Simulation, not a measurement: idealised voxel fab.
process module | voxel wiring stack
cross-section cut | 220 nm wide | cells 5 nm
A cross-section is a grid of square cells, given in bands from the top down. A band is one or more rows of cells.
Each band's line starts with the height of the band's top and of its bottom, in nm. Then come its materials from left to right, each with its width in nm. One material with "throughout" fills the band from edge to edge. "air" is empty space.
Height 0 is the level under which the wafer as received is all one material. The lowest band goes on downwards, as in "0 down".
A width such as "30 to 40" changes by the same amount from each row of cells to the next, from the band's top row to its bottom row.
"no change" after a step means that no cell of the cross-section changed.
closed voids: empty space of 8 cells or more with no open way to the top, each as width x height at its distance from the left edge, in nm
after a step's settings: what the simulator itself notes on the step
overlay nm, on a step with a mask: how far to the right of its planned place the mask lay; to the left if negative
plan
1 op RECEIVE | material Si
2 op CONFORMAL_DEP | material SiO2 | thk nm 15
3 op CONFORMAL_DEP | material SiN | thk nm 5
4 op DIRECTIONAL_DEP | material SiO2 | thk nm 25
5 op MASKED_ETCH | tone open | mask id METAL_1 | width nm 25 | pitch nm 45 | etch materials SiO2 | depth nm 25 | overlay nm 0
6 op MASKED_ETCH | tone open | mask id METAL_1 | width nm 25 | pitch nm 45 | etch materials SiN | depth nm 5 | overlay nm 0
7 op CONFORMAL_DEP | material TiN | thk nm 5
8 op FILL_DEP | material Cu | thk nm 10
9 op CMP | height nm 45
10 op CONFORMAL_DEP | material SiCN | thk nm 5
11 op DIRECTIONAL_DEP | material SiO2 | thk nm 15
12 op MASKED_ETCH | tone open | mask id PLUG_1 | width nm 15 | pitch nm 45 | etch materials SiO2 | depth nm 15 | overlay nm 0
13 op MASKED_ETCH | tone open | mask id PLUG_1 | width nm 15 | pitch nm 45 | etch materials SiCN | depth nm 5 | overlay nm 0
14 op EPI | material Ru | thk nm 10
15 op EPI | material Ru | thk nm 10
16 op CONFORMAL_DEP | material SiN | thk nm 5
17 op DIRECTIONAL_DEP | material lowk | thk nm 20
18 op PATTERN | tone open | mask id METAL_2 | material resist | width nm 25 | pitch nm 45 | thk nm 20 | overlay nm 0
19 op DIRECTIONAL_ETCH | etch materials lowk | depth nm 20
20 op DIRECTIONAL_ETCH | etch materials SiN | depth nm 5
21 op STRIP | etch materials resist
22 op CONFORMAL_DEP | material TiN | thk nm 5
23 op FILL_DEP | material Cu | thk nm 10
24 op CMP | height nm 90
25 op CONFORMAL_DEP | material SiCN | thk nm 5
26 op DIRECTIONAL_DEP | material SiO2 | thk nm 30
27 op MASKED_ETCH | tone open | mask id METAL_3_HOLES | width nm 15 | pitch nm 45 | etch materials SiO2 | depth nm 30 | overlay nm 0
28 op MASKED_ETCH | tone open | mask id METAL_3 | width nm 25 | pitch nm 45 | etch materials SiO2 | depth nm 20 | overlay nm 0
29 op MASKED_ETCH | tone open | mask id METAL_3 | width nm 25 | pitch nm 45 | etch materials SiCN | depth nm 5 | overlay nm 0
30 op CONFORMAL_DEP | material TiN | thk nm 5
31 op FILL_DEP | material Cu | thk nm 10
32 op CMP | height nm 125
33 op CONFORMAL_DEP | material SiCN | thk nm 5
34 op DIRECTIONAL_DEP | material lowk | thk nm 25
35 op MASKED_ETCH | tone open | mask id METAL_4_HOLES | width nm 15 | pitch nm 90 | etch materials lowk | depth nm 25 | overlay nm 0
36 op PATTERN | tone open | mask id METAL_4 | material resist | width nm 25 | pitch nm 45 | thk nm 20 | overlay nm 0
37 op DIRECTIONAL_ETCH | etch materials lowk | depth nm 15
38 op DIRECTIONAL_ETCH | etch materials SiCN | depth nm 5
39 op STRIP | etch materials resist
40 op CONFORMAL_DEP | material TiN | thk nm 5
41 op FILL_DEP | material Cu | thk nm 10
42 op CMP | height nm 155
43 op CONFORMAL_DEP | material SiCN | thk nm 5
first wafer, as planned
as received, after step 1
  0 down: Si throughout
  closed voids: none
after step 2
  15 to 0: SiO2 throughout
  below 0: unchanged
after step 3
  20 to 15: SiN throughout
  below 15: unchanged
after step 4
  45 to 20: SiO2 throughout
  below 20: unchanged
after step 5
  45 to 20: SiO2 50 | air 25 | SiO2 20 | air 25 | SiO2 20 | air 25 | SiO2 55
  below 20: unchanged
after step 6
  45 to 20: SiO2 50 | air 25 | SiO2 20 | air 25 | SiO2 20 | air 25 | SiO2 55
  20 to 15: SiN 50 | air 25 | SiN 20 | air 25 | SiN 20 | air 25 | SiN 55
  below 15: unchanged
after step 7
  50 to 45: TiN 55 | air 15 | TiN 30 | air 15 | TiN 30 | air 15 | TiN 60
  45 to 20: SiO2 50 | TiN 5 | air 15 | TiN 5 | SiO2 20 | TiN 5 | air 15 | TiN 5 | SiO2 20 | TiN 5 | air 15 | TiN 5 | SiO2 55
  20 to 15: SiN 50 | TiN 25 | SiN 20 | TiN 25 | SiN 20 | TiN 25 | SiN 55
  below 15: unchanged
after step 8
  60 to 50: Cu throughout
  50 to 45: TiN 55 | Cu 15 | TiN 30 | Cu 15 | TiN 30 | Cu 15 | TiN 60
  45 to 20: SiO2 50 | TiN 5 | Cu 15 | TiN 5 | SiO2 20 | TiN 5 | Cu 15 | TiN 5 | SiO2 20 | TiN 5 | Cu 15 | TiN 5 | SiO2 55
  below 20: unchanged
after step 9
  45 to 20: SiO2 50 | TiN 5 | Cu 15 | TiN 5 | SiO2 20 | TiN 5 | Cu 15 | TiN 5 | SiO2 20 | TiN 5 | Cu 15 | TiN 5 | SiO2 55
  below 20: unchanged
after step 10
  50 to 45: SiCN throughout
  below 45: unchanged
after step 11
  65 to 50: SiO2 throughout
  below 50: unchanged
after step 12
  65 to 50: SiO2 50 | air 15 | SiO2 30 | air 15 | SiO2 30 | air 15 | SiO2 65
  below 50: unchanged
after step 13
  65 to 50: SiO2 50 | air 15 | SiO2 30 | air 15 | SiO2 30 | air 15 | SiO2 65
  50 to 45: SiCN 50 | air 15 | SiCN 30 | air 15 | SiCN 30 | air 15 | SiCN 65
  below 45: unchanged
after step 14
  65 to 55: SiO2 50 | air 15 | SiO2 30 | air 15 | SiO2 30 | air 15 | SiO2 65
  55 to 50: SiO2 50 | Ru 15 | SiO2 30 | Ru 15 | SiO2 30 | Ru 15 | SiO2 65
  50 to 45: SiCN 50 | Ru 15 | SiCN 30 | Ru 15 | SiCN 30 | Ru 15 | SiCN 65
  below 45: unchanged
after step 15
  65 to 50: SiO2 50 | Ru 15 | SiO2 30 | Ru 15 | SiO2 30 | Ru 15 | SiO2 65
  below 50: unchanged
after step 16
  70 to 65: SiN throughout
  below 65: unchanged
after step 17
  90 to 70: lowk throughout
  below 70: unchanged
after step 18
  110 to 90: resist 50 | air 25 | resist 20 | air 25 | resist 20 | air 25 | resist 55
  below 90: unchanged
after step 19
  110 to 90: resist 50 | air 25 | resist 20 | air 25 | resist 20 | air 25 | resist 55
  90 to 70: lowk 50 | air 25 | lowk 20 | air 25 | lowk 20 | air 25 | lowk 55
  below 70: unchanged
after step 20
  110 to 90: resist 50 | air 25 | resist 20 | air 25 | resist 20 | air 25 | resist 55
  90 to 70: lowk 50 | air 25 | lowk 20 | air 25 | lowk 20 | air 25 | lowk 55
  70 to 65: SiN 50 | air 25 | SiN 20 | air 25 | SiN 20 | air 25 | SiN 55
  below 65: unchanged
after step 21
  90 to 70: lowk 50 | air 25 | lowk 20 | air 25 | lowk 20 | air 25 | lowk 55
  below 70: unchanged
after step 22
  95 to 90: TiN 55 | air 15 | TiN 30 | air 15 | TiN 30 | air 15 | TiN 60
  90 to 70: lowk 50 | TiN 5 | air 15 | TiN 5 | lowk 20 | TiN 5 | air 15 | TiN 5 | lowk 20 | TiN 5 | air 15 | TiN 5 | lowk 55
  70 to 65: SiN 50 | TiN 25 | SiN 20 | TiN 25 | SiN 20 | TiN 25 | SiN 55
  below 65: unchanged
after step 23
  105 to 95: Cu throughout
  95 to 90: TiN 55 | Cu 15 | TiN 30 | Cu 15 | TiN 30 | Cu 15 | TiN 60
  90 to 70: lowk 50 | TiN 5 | Cu 15 | TiN 5 | lowk 20 | TiN 5 | Cu 15 | TiN 5 | lowk 20 | TiN 5 | Cu 15 | TiN 5 | lowk 55
  below 70: unchanged
after step 24
  90 to 70: lowk 50 | TiN 5 | Cu 15 | TiN 5 | lowk 20 | TiN 5 | Cu 15 | TiN 5 | lowk 20 | TiN 5 | Cu 15 | TiN 5 | lowk 55
  below 70: unchanged
after step 25
  95 to 90: SiCN throughout
  below 90: unchanged
after step 26
  125 to 95: SiO2 throughout
  below 95: unchanged
after step 27
  125 to 95: SiO2 50 | air 15 | SiO2 30 | air 15 | SiO2 30 | air 15 | SiO2 65
  below 95: unchanged
after step 28
  125 to 105: SiO2 50 | air 25 | SiO2 20 | air 25 | SiO2 20 | air 25 | SiO2 55
  below 105: unchanged
after step 29
  125 to 105: SiO2 50 | air 25 | SiO2 20 | air 25 | SiO2 20 | air 25 | SiO2 55
  105 to 95: SiO2 50 | air 15 | SiO2 30 | air 15 | SiO2 30 | air 15 | SiO2 65
  95 to 90: SiCN 50 | air 15 | SiCN 30 | air 15 | SiCN 30 | air 15 | SiCN 65
  below 90: unchanged
after step 30
  130 to 125: TiN 55 | air 15 | TiN 30 | air 15 | TiN 30 | air 15 | TiN 60
  125 to 110: SiO2 50 | TiN 5 | air 15 | TiN 5 | SiO2 20 | TiN 5 | air 15 | TiN 5 | SiO2 20 | TiN 5 | air 15 | TiN 5 | SiO2 55
  110 to 105: SiO2 50 | TiN 5 | air 5 | TiN 15 | SiO2 20 | TiN 5 | air 5 | TiN 15 | SiO2 20 | TiN 5 | air 5 | TiN 15 | SiO2 55
  105 to 95: SiO2 50 | TiN 5 | air 5 | TiN 5 | SiO2 30 | TiN 5 | air 5 | TiN 5 | SiO2 30 | TiN 5 | air 5 | TiN 5 | SiO2 65
  95 to 90: SiCN 50 | TiN 15 | SiCN 30 | TiN 15 | SiCN 30 | TiN 15 | SiCN 65
  below 90: unchanged
after step 31
  140 to 130: Cu throughout
  130 to 125: TiN 55 | Cu 15 | TiN 30 | Cu 15 | TiN 30 | Cu 15 | TiN 60
  125 to 110: SiO2 50 | TiN 5 | Cu 15 | TiN 5 | SiO2 20 | TiN 5 | Cu 15 | TiN 5 | SiO2 20 | TiN 5 | Cu 15 | TiN 5 | SiO2 55
  110 to 105: SiO2 50 | TiN 5 | Cu 5 | TiN 15 | SiO2 20 | TiN 5 | Cu 5 | TiN 15 | SiO2 20 | TiN 5 | Cu 5 | TiN 15 | SiO2 55
  105 to 95: SiO2 50 | TiN 5 | Cu 5 | TiN 5 | SiO2 30 | TiN 5 | Cu 5 | TiN 5 | SiO2 30 | TiN 5 | Cu 5 | TiN 5 | SiO2 65
  below 95: unchanged
after step 32
  125 to 110: SiO2 50 | TiN 5 | Cu 15 | TiN 5 | SiO2 20 | TiN 5 | Cu 15 | TiN 5 | SiO2 20 | TiN 5 | Cu 15 | TiN 5 | SiO2 55
  below 110: unchanged
after step 33
  130 to 125: SiCN throughout
  below 125: unchanged
after step 34
  155 to 130: lowk throughout
  below 130: unchanged
after step 35
  155 to 130: lowk 50 | air 15 | lowk 75 | air 15 | lowk 65
  below 130: unchanged
after step 36
  175 to 155: resist 50 | air 25 | resist 20 | air 25 | resist 20 | air 25 | resist 55
  below 155: unchanged
after step 37
  175 to 155: resist 50 | air 25 | resist 20 | air 25 | resist 20 | air 25 | resist 55
  155 to 140: lowk 50 | air 25 | lowk 20 | air 25 | lowk 20 | air 25 | lowk 55
  below 140: unchanged
after step 38
  175 to 155: resist 50 | air 25 | resist 20 | air 25 | resist 20 | air 25 | resist 55
  155 to 140: lowk 50 | air 25 | lowk 20 | air 25 | lowk 20 | air 25 | lowk 55
  140 to 130: lowk 50 | air 15 | lowk 75 | air 15 | lowk 65
  130 to 125: SiCN 50 | air 15 | SiCN 75 | air 15 | SiCN 65
  below 125: unchanged
after step 39
  155 to 140: lowk 50 | air 25 | lowk 20 | air 25 | lowk 20 | air 25 | lowk 55
  below 140: unchanged
after step 40
  160 to 155: TiN 55 | air 15 | TiN 30 | air 15 | TiN 30 | air 15 | TiN 60
  155 to 145: lowk 50 | TiN 5 | air 15 | TiN 5 | lowk 20 | TiN 5 | air 15 | TiN 5 | lowk 20 | TiN 5 | air 15 | TiN 5 | lowk 55
  145 to 140: lowk 50 | TiN 5 | air 5 | TiN 15 | lowk 20 | TiN 25 | lowk 20 | TiN 5 | air 5 | TiN 15 | lowk 55
  140 to 130: lowk 50 | TiN 5 | air 5 | TiN 5 | lowk 75 | TiN 5 | air 5 | TiN 5 | lowk 65
  130 to 125: SiCN 50 | TiN 15 | SiCN 75 | TiN 15 | SiCN 65
  below 125: unchanged
after step 41
  170 to 160: Cu throughout
  160 to 155: TiN 55 | Cu 15 | TiN 30 | Cu 15 | TiN 30 | Cu 15 | TiN 60
  155 to 145: lowk 50 | TiN 5 | Cu 15 | TiN 5 | lowk 20 | TiN 5 | Cu 15 | TiN 5 | lowk 20 | TiN 5 | Cu 15 | TiN 5 | lowk 55
  145 to 140: lowk 50 | TiN 5 | Cu 5 | TiN 15 | lowk 20 | TiN 25 | lowk 20 | TiN 5 | Cu 5 | TiN 15 | lowk 55
  140 to 130: lowk 50 | TiN 5 | Cu 5 | TiN 5 | lowk 75 | TiN 5 | Cu 5 | TiN 5 | lowk 65
  below 130: unchanged
after step 42
  155 to 145: lowk 50 | TiN 5 | Cu 15 | TiN 5 | lowk 20 | TiN 5 | Cu 15 | TiN 5 | lowk 20 | TiN 5 | Cu 15 | TiN 5 | lowk 55
  below 145: unchanged
after step 43
  160 to 155: SiCN throughout
  below 155: unchanged
second wafer: like start, like plan, one mistake. Through step 24 it matches the first wafer
when step 25 should have ended
  120 to 90: SiO2 throughout
  below 90: unchanged
when step 26 should have ended
  125 to 120: SiCN throughout
  below 120: unchanged
when step 27 should have ended: no change
when step 28 should have ended: no change
when step 29 should have ended
  125 to 120: SiCN 50 | air 25 | SiCN 20 | air 25 | SiCN 20 | air 25 | SiCN 55
  below 120: unchanged
when step 30 should have ended
  130 to 125: TiN 55 | air 15 | TiN 30 | air 15 | TiN 30 | air 15 | TiN 60
  125 to 120: SiCN 50 | TiN 25 | SiCN 20 | TiN 25 | SiCN 20 | TiN 25 | SiCN 55
  below 120: unchanged
when step 31 should have ended
  140 to 130: Cu throughout
  130 to 125: TiN 55 | Cu 15 | TiN 30 | Cu 15 | TiN 30 | Cu 15 | TiN 60
  below 125: unchanged
when step 32 should have ended
  125 to 120: SiCN 50 | TiN 25 | SiCN 20 | TiN 25 | SiCN 20 | TiN 25 | SiCN 55
  below 120: unchanged
when step 33 should have ended
  130 to 125: SiCN throughout
  below 125: unchanged
when step 34 should have ended
  155 to 130: lowk throughout
  below 130: unchanged
when step 35 should have ended
  155 to 130: lowk 50 | air 15 | lowk 75 | air 15 | lowk 65
  below 130: unchanged
when step 36 should have ended
  175 to 155: resist 50 | air 25 | resist 20 | air 25 | resist 20 | air 25 | resist 55
  below 155: unchanged
when step 37 should have ended
  175 to 155: resist 50 | air 25 | resist 20 | air 25 | resist 20 | air 25 | resist 55
  155 to 140: lowk 50 | air 25 | lowk 20 | air 25 | lowk 20 | air 25 | lowk 55
  below 140: unchanged
when step 38 should have ended
  175 to 155: resist 50 | air 25 | resist 20 | air 25 | resist 20 | air 25 | resist 55
  155 to 140: lowk 50 | air 25 | lowk 20 | air 25 | lowk 20 | air 25 | lowk 55
  140 to 130: lowk 50 | air 15 | lowk 75 | air 15 | lowk 65
  130 to 125: SiCN 50 | air 15 | SiCN 75 | air 15 | SiCN 65
  below 125: unchanged
when step 39 should have ended
  155 to 140: lowk 50 | air 25 | lowk 20 | air 25 | lowk 20 | air 25 | lowk 55
  below 140: unchanged
when step 40 should have ended
  160 to 155: TiN 55 | air 15 | TiN 30 | air 15 | TiN 30 | air 15 | TiN 60
  155 to 145: lowk 50 | TiN 5 | air 15 | TiN 5 | lowk 20 | TiN 5 | air 15 | TiN 5 | lowk 20 | TiN 5 | air 15 | TiN 5 | lowk 55
  145 to 140: lowk 50 | TiN 5 | air 5 | TiN 15 | lowk 20 | TiN 25 | lowk 20 | TiN 5 | air 5 | TiN 15 | lowk 55
  140 to 130: lowk 50 | TiN 5 | air 5 | TiN 5 | lowk 75 | TiN 5 | air 5 | TiN 5 | lowk 65
  130 to 125: SiCN 50 | TiN 15 | SiCN 75 | TiN 15 | SiCN 65
  below 125: unchanged
when step 41 should have ended
  170 to 160: Cu throughout
  160 to 155: TiN 55 | Cu 15 | TiN 30 | Cu 15 | TiN 30 | Cu 15 | TiN 60
  155 to 145: lowk 50 | TiN 5 | Cu 15 | TiN 5 | lowk 20 | TiN 5 | Cu 15 | TiN 5 | lowk 20 | TiN 5 | Cu 15 | TiN 5 | lowk 55
  145 to 140: lowk 50 | TiN 5 | Cu 5 | TiN 15 | lowk 20 | TiN 25 | lowk 20 | TiN 5 | Cu 5 | TiN 15 | lowk 55
  140 to 130: lowk 50 | TiN 5 | Cu 5 | TiN 5 | lowk 75 | TiN 5 | Cu 5 | TiN 5 | lowk 65
  below 130: unchanged
when step 42 should have ended
  155 to 145: lowk 50 | TiN 5 | Cu 15 | TiN 5 | lowk 20 | TiN 5 | Cu 15 | TiN 5 | lowk 20 | TiN 5 | Cu 15 | TiN 5 | lowk 55
  below 145: unchanged
when step 43 should have ended
  160 to 155: SiCN throughout
  below 155: unchanged
what went wrong: steps 25 and 26 were swapped
at the end the second wafer has, in cells: 36 fewer of Cu | 6 fewer of SiCN | 78 more of SiO2 | 36 fewer of TiN
